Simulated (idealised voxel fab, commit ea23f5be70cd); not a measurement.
Module name: voxel plated lines (process module)
155 nm wide, 5 nm square cells: that's cross-section cut.
Bands, listed from the top down, are how a cross-section gets written in this document; the cross-section itself is a grid of square cells, and a band is one or more rows of them. Read a band's entry like this: the first values are the height of its top and the height of its bottom in nm, and what follows is the sequence of materials from left to right, each with its width in nm. Note that "blank" is empty space, and that a single material marked "full width" reaches across the band from edge to edge. Counting heights begins at 0, where everything beneath is, in the wafer as received, one material. The lowest band has no bottom; it goes on downwards, as "from 0 down" shows. A two-number width, for instance "30->40", indicates that the width is equal to the first number in the top row of the band and to the second number in the bottom row, and that it changes by a constant amount per row of cells. Basically "nothing was modified" means that step didn't change any cell in the cross-section. The list in "Voids, enclosed" covers empty spaces of 8 cells or more that cannot reach the top through any open way, and it gives each as width x height at distance; the distance is from the left edge, and width, height and distance are in nm. Post-settings text on a step line: simulator's own remark regarding the step. Regarding "overlay nm": on a step with a mask, it is the distance the mask lay to the right of its planned place; a negative value places it to the left.

Intended process steps:
1,RECEIVE [material Si]
2,CONFORMAL_DEP [material Al2O3] [thk nm 15]
3,DIRECTIONAL_DEP [material TiN] [thk nm 5]
4,PATTERN [tone open] [mask id LINES] [material resist] [width nm 15] [pitch nm 30] [thk nm 40] [overlay nm 0]
5,EPI [material Ru] [thk nm 10]
6,EPI [material Ru] [thk nm 5]
7,EPI [material Ru] [thk nm 5]
8,STRIP [etch materials resist]
9,DIRECTIONAL_ETCH [etch materials TiN] [depth nm 5]
10,CONFORMAL_DEP [material SiO2] [thk nm 10]

Concerning the first of two wafers, which was run in accordance with the plan:

Delivered wafer in cross-section: state after step 1:
	from 0 down | Si full width
	Voids, enclosed: none

Step 2 done - wafer cross-section:
	from 15 to 0 | Al2O3 full width
	below 0: unchanged

Step 3 done - wafer cross-section:
	from 20 to 15 | TiN full width
	below 15: unchanged

Step 4 done - wafer cross-section:
	from 60 to 20 | resist: 55; blank: 15; resist: 15; blank: 15; resist: 55
	below 20: unchanged

Step 5 done - wafer cross-section:
	from 60 to 30 | resist: 55; blank: 15; resist: 15; blank: 15; resist: 55
	from 30 to 20 | resist: 55; Ru: 15; resist: 15; Ru: 15; resist: 55
	below 20: unchanged

Step 6 done - wafer cross-section:
	from 60 to 35 | resist: 55; blank: 15; resist: 15; blank: 15; resist: 55
	from 35 to 20 | resist: 55; Ru: 15; resist: 15; Ru: 15; resist: 55
	below 20: unchanged

Step 7 done - wafer cross-section:
	from 60 to 40 | resist: 55; blank: 15; resist: 15; blank: 15; resist: 55
	from 40 to 20 | resist: 55; Ru: 15; resist: 15; Ru: 15; resist: 55
	below 20: unchanged

Step 8 done - wafer cross-section:
	from 40 to 20 | blank: 55; Ru: 15; blank: 15; Ru: 15; blank: 55
	below 20: unchanged

Step 9 done - wafer cross-section:
	from 40 to 20 | blank: 55; Ru: 15; blank: 15; Ru: 15; blank: 55
	from 20 to 15 | blank: 55; TiN: 15; blank: 15; TiN: 15; blank: 55
	below 15: unchanged

Step 10 done - wafer cross-section:
	from 50 to 40 | blank: 45; SiO2: 65; blank: 45
	from 40 to 25 | blank: 45; SiO2: 10; Ru: 15; SiO2: 15; Ru: 15; SiO2: 10; blank: 45
	from 25 to 20 | SiO2: 55; Ru: 15; SiO2: 15; Ru: 15; SiO2: 55
	from 20 to 15 | SiO2: 55; TiN: 15; SiO2: 15; TiN: 15; SiO2: 55
	below 15: unchanged

Second of two: same start, same plan, one run error; steps up to and including 3 match the first:

Here is the second wafer in cross-section at the point where step 4 of the plan should have been done:
	from 60 to 20 | resist: 65; blank: 15; resist: 15; blank: 15; resist: 45
	below 20: unchanged

Here is the second wafer in cross-section at the point where step 5 of the plan should have been done:
	from 60 to 30 | resist: 65; blank: 15; resist: 15; blank: 15; resist: 45
	from 30 to 20 | resist: 65; Ru: 15; resist: 15; Ru: 15; resist: 45
	below 20: unchanged

Here is the second wafer in cross-section at the point where step 6 of the plan should have been done:
	from 60 to 35 | resist: 65; blank: 15; resist: 15; blank: 15; resist: 45
	from 35 to 20 | resist: 65; Ru: 15; resist: 15; Ru: 15; resist: 45
	below 20: unchanged

Here is the second wafer in cross-section at the point where step 7 of the plan should have been done:
	from 60 to 40 | resist: 65; blank: 15; resist: 15; blank: 15; resist: 45
	from 40 to 20 | resist: 65; Ru: 15; resist: 15; Ru: 15; resist: 45
	below 20: unchanged

Here is the second wafer in cross-section at the point where step 8 of the plan should have been done:
	from 40 to 20 | blank: 65; Ru: 15; blank: 15; Ru: 15; blank: 45
	below 20: unchanged

Here is the second wafer in cross-section at the point where step 9 of the plan should have been done:
	from 40 to 20 | blank: 65; Ru: 15; blank: 15; Ru: 15; blank: 45
	from 20 to 15 | blank: 65; TiN: 15; blank: 15; TiN: 15; blank: 45
	below 15: unchanged

Here is the second wafer in cross-section at the point where step 10 of the plan should have been done:
	from 50 to 40 | blank: 55; SiO2: 65; blank: 35
	from 40 to 25 | blank: 55; SiO2: 10; Ru: 15; SiO2: 15; Ru: 15; SiO2: 10; blank: 35
	from 25 to 20 | SiO2: 65; Ru: 15; SiO2: 15; Ru: 15; SiO2: 45
	from 20 to 15 | SiO2: 65; TiN: 15; SiO2: 15; TiN: 15; SiO2: 45
	below 15: unchanged
Run error: for step 4, the planned setting was not used; the step was instead run as PATTERN [tone open] [mask id LINES] [material resist] [width nm 15] [pitch nm 30] [thk nm 40] [overlay nm 10]
at the end the second wafer has, in cells: as many of each material as the first, in other places
